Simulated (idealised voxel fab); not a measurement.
process module | voxel self aligned vias
cross-section cut | 260 nm wide | cells 5 nm
A cross-section is a grid of square cells, given in bands from the top down. A band is one or more rows of cells.
Each band's line starts with the height of the band's top and of its bottom, in nm. Then come its materials from left to right, each with its width in nm. One material with "throughout" fills the band from edge to edge. "air" is empty space.
Height 0 is the level under which the wafer as received is all one material. The lowest band goes on downwards, as in "0 down".
A width such as "30 to 40" changes by the same amount from each row of cells to the next, from the band's top row to its bottom row.
"no change" after a step means that no cell of the cross-section changed.
closed voids: empty space of 8 cells or more with no open way to the top, each as width x height at its distance from the left edge, in nm
after a step's settings: what the simulator itself notes on the step
overlay nm, on a step with a mask: how far to the right of its planned place the mask lay; to the left if negative
plan
1 op RECEIVE | material Si
2 op CONFORMAL_DEP | material SiO2 | thk nm 10
3 op CONFORMAL_DEP | material SiCN | thk nm 5
4 op DIRECTIONAL_DEP | material lowk | thk nm 30
5 op DIRECTIONAL_DEP | material aC | thk nm 15
6 op PATTERN | tone open | mask id LINES | material resist | width nm 20 | pitch nm 60 | thk nm 30 | overlay nm 0
7 op DIRECTIONAL_ETCH | etch materials aC | depth nm 15
8 op STRIP | etch materials resist
9 op DIRECTIONAL_ETCH | etch materials lowk | depth nm 30
10 op STRIP | etch materials aC
11 op CONFORMAL_DEP | material TiN | thk nm 5
12 op FILL_DEP | material Ru | thk nm 5
13 op CMP | height nm 45
14 op SELECTIVE_ETCH | etch materials W Ru TiN | depth nm 5
15 op FILL_DEP | material SiN | thk nm 5
16 op CMP | height nm 45
17 op DIRECTIONAL_DEP | material lowk | thk nm 20
18 op MASKED_ETCH | tone open | mask id VIAS | width nm 40 | pitch nm 60 | etch materials lowk | depth nm 20 | overlay nm 0
19 op MASKED_ETCH | tone open | mask id VIAS | width nm 40 | pitch nm 60 | etch materials SiN | depth nm 5 | overlay nm 0
20 op CONFORMAL_DEP | material TiN | thk nm 5
21 op FILL_DEP | material W | thk nm 5
22 op CMP | height nm 65
23 op CONFORMAL_DEP | material SiN | thk nm 5
as received, after step 1
  0 down: Si throughout
  closed voids: none
a wafer at the end: this start, this plan, one mistake
  70 to 65: SiN throughout
  65 to 50: lowk 80 | TiN 5 | W 30 | TiN 5 | lowk 20 | TiN 5 | W 30 | TiN 5 | lowk 80
  50 to 45: lowk 80 | TiN 15 | W 10 | TiN 15 | lowk 20 | TiN 15 | W 10 | TiN 15 | lowk 80
  45 to 40: lowk 90 | TiN 20 | lowk 40 | TiN 20 | lowk 90
  40 to 20: lowk 90 | TiN 5 | Ru 10 | TiN 5 | lowk 40 | TiN 5 | Ru 10 | TiN 5 | lowk 90
  20 to 15: lowk 90 | TiN 20 | lowk 40 | TiN 20 | lowk 90
  15 to 5: SiO2 throughout
  5 to 0: SiCN throughout
  0 down: Si throughout
  closed voids: none
what went wrong: steps 2 and 3 were swapped
